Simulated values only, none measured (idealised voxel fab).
Process module under the name voxel fin reveal
cross-section cut | 160 nm wide | cells 5 nm
How to read a cross-section here: the picture is a grid of square cells, written as bands going from the top down, and any band can span one or more rows of cells.
A band entry consists of two parts. The first gives the height of the band's top and the height of its bottom, in nm. The rest lists the band's materials from left to right, each with its width in nm. A single material labelled with the word "full width" fills the band from edge to edge, and the word "blank" marks empty space.
For the purposes of this specification, 0 denotes the height below which the wafer in its as-received condition is composed wholly of one material, and the lowermost band, lacking a lower limit, extends downward without end, as expressed in "0 nm and below".
Quick explanation for "30->40": the width changes in equal steps down the rows of cells, from the first number in the band's top row to the second number in its bottom row.
"no alteration" for a step: no cell of the cross-section changed in that step.
For the entry "Closed internal cavities", the listed items are empty spaces with no open way to the top whose size is 8 cells or more; each item follows the pattern width x height at distance, where distance is from the left edge and all three are in nm.
Note: text after step settings on the step line = simulator remark on that step.
On any step carrying a mask, the "overlay nm" setting, if present on the step's line, tells how far right of its planned place the mask lay; negative values point to the left.
**The process steps that were planned are listed below**
1) RECEIVE with material Si
2) CONFORMAL_DEP with material SiN, thk nm 5
3) MASKED_ETCH with tone cover, mask id FINS, width nm 15, pitch nm 35, etch materials SiN, depth nm 5, overlay nm 0
4) MASKED_ETCH with tone cover, mask id FINS, width nm 15, pitch nm 35, etch materials Si, depth nm 30, overlay nm 0
5) FILL_DEP with material SiO2, thk nm 5
6) CMP with height nm 5
7) SELECTIVE_ETCH with etch materials SiO2, depth nm 20
8) STRIP with etch materials SiN
**This is the cross-section of the wafer as we received it, i.e. after step 1**
	0 nm and below  Si full width
	Closed internal cavities: none
**Below is the wafer in cross-section after the module was completed. It began from the starting point shown above and followed the plan shown above, except that one mistake was made while running it**
	5 nm to 0 nm  20 nm blank; 15 nm SiN; 20 nm blank; 15 nm SiN; 20 nm blank; 15 nm SiN; 20 nm blank; 15 nm SiN; 20 nm blank
	0 nm to -15 nm  20 nm blank; 15 nm Si; 20 nm blank; 15 nm Si; 20 nm blank; 15 nm Si; 20 nm blank; 15 nm Si; 20 nm blank
	-15 nm to -30 nm  20 nm SiO2; 15 nm Si; 20 nm SiO2; 15 nm Si; 20 nm SiO2; 15 nm Si; 20 nm SiO2; 15 nm Si; 20 nm SiO2
	-30 nm and below  Si full width
	Closed internal cavities: none
Finding, execution versus plan: step 8 of the plan was jumped over and never run
